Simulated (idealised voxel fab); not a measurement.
Title: Process Module voxel self aligned vias
It is cross-section cut that appears here, measuring 285 nm in width, its square cells being 5 nm in size.
Think of the cross-section as a grid of square cells. We describe it in bands, top to bottom, and each band covers one or more rows of those cells. What a band's entry tells you: where the top is and where the bottom is, as heights in nm, and after that what lies inside, material by material from left to right, each with its width in nm. Empty space is written as the word "air", and a single material marked with the word "edge to edge" occupies the band from edge to edge. Heights are measured from 0, the level below which the as-received wafer is all one material; the lowest band has no bottom and continues downward, written as in "0 and below". Note: "30..40" means the width goes from the first number (top row of the band) to the second number (bottom row) in equal steps per row of cells. "remained unchanged" means the step left every cell of the cross-section as it was. Reported under the label "Closed cavity list" are the empty spaces having no open way to the top and comprising 8 cells or more; the notation for each is width x height at distance, in which the distance is measured from the left edge and all three values are in nm. Read whatever lies past the settings on a step's line as the simulator's own remark about the step. You can add "overlay nm" to a step's line. For a step with a mask, it describes how far the mask lay to the right of its planned position, and a negative number describes a lay to the left.
## The following list gives the planned process steps
1. RECEIVE (material Si)
2. CONFORMAL_DEP (material SiO2; thk nm 15)
3. CONFORMAL_DEP (material SiCN; thk nm 5)
4. DIRECTIONAL_DEP (material lowk; thk nm 30)
5. PATTERN (tone open; mask id LINES; material resist; width nm 20; pitch nm 65; thk nm 15; overlay nm 0)
6. DIRECTIONAL_ETCH (etch materials lowk; depth nm 30)
7. STRIP (etch materials resist)
8. CONFORMAL_DEP (material TiN; thk nm 5)
9. FILL_DEP (material W; thk nm 5)
10. CMP (height nm 50)
11. SELECTIVE_ETCH (etch materials W Ru TiN; depth nm 5)
12. FILL_DEP (material SiN; thk nm 5)
13. CMP (height nm 50)
14. DIRECTIONAL_DEP (material lowk; thk nm 15)
15. MASKED_ETCH (tone open; mask id VIAS; width nm 40; etch materials lowk; depth nm 15; overlay nm 0)
16. MASKED_ETCH (tone open; mask id VIAS; width nm 40; etch materials SiN; depth nm 5; overlay nm 0)
17. CONFORMAL_DEP (material TiN; thk nm 5)
18. FILL_DEP (material Cu; thk nm 5)
19. CMP (height nm 65)
20. CONFORMAL_DEP (material SiN; thk nm 5)
The plan shows the depth nm of step 11 as the first wafer had it; this setting differs between the wafers, which start out alike.
## As received, i.e. after step 1: cross-section through the first of several wafers
  0 and below | Si edge to edge
  Closed cavity list: none
## Take a look at the first of several wafers in cross-section: the module is done, and step 20 was its last step
  70 down to 65 | SiN edge to edge
  65 down to 55 | lowk: 90, then TiN: 5, then Cu: 30, then TiN: 5, then lowk: 155
  55 down to 50 | lowk: 90, then TiN: 15, then Cu: 10, then TiN: 15, then lowk: 155
  50 down to 45 | lowk: 100, then TiN: 20, then lowk: 45, then SiN: 20, then lowk: 100
  45 down to 25 | lowk: 100, then TiN: 5, then W: 10, then TiN: 5, then lowk: 45, then TiN: 5, then W: 10, then TiN: 5, then lowk: 100
  25 down to 20 | lowk: 100, then TiN: 20, then lowk: 45, then TiN: 20, then lowk: 100
  20 down to 15 | SiCN edge to edge
  15 down to 0 | SiO2 edge to edge
  0 and below | Si edge to edge
  Closed cavity list: none
## Cross-sectional view, end of module, last wafer of several
  70 down to 65 | SiN edge to edge
  65 down to 55 | lowk: 90, then TiN: 5, then Cu: 30, then TiN: 5, then lowk: 155
  55 down to 50 | lowk: 90, then TiN: 15, then Cu: 10, then TiN: 15, then lowk: 155
  50 down to 45 | lowk: 100, then TiN: 20, then lowk: 45, then SiN: 20, then lowk: 100
  45 down to 30 | lowk: 100, then SiN: 20, then lowk: 45, then SiN: 20, then lowk: 100
  30 down to 25 | lowk: 100, then TiN: 5, then W: 10, then TiN: 5, then lowk: 45, then TiN: 5, then W: 10, then TiN: 5, then lowk: 100
  25 down to 20 | lowk: 100, then TiN: 20, then lowk: 45, then TiN: 20, then lowk: 100
  20 down to 15 | SiCN edge to edge
  15 down to 0 | SiO2 edge to edge
  0 and below | Si edge to edge
  Closed cavity list: none
## Row per wafer, end-of-module: cell gain (+)/loss (-) by material since the wafer came in, then closed voids
depth nm 5 | +14 Cu | +57 SiCN | +61 SiN | +171 SiO2 | +38 TiN | +16 W | +441 lowk | Closed cavity list: none
depth nm 10 | +14 Cu | +57 SiCN | +69 SiN | +171 SiO2 | +34 TiN | +12 W | +441 lowk | Closed cavity list: none
depth nm 15 | +14 Cu | +57 SiCN | +77 SiN | +171 SiO2 | +30 TiN | +8 W | +441 lowk | Closed cavity list: none
depth nm 20 | +14 Cu | +57 SiCN | +85 SiN | +171 SiO2 | +26 TiN | +4 W | +441 lowk | Closed cavity list: none
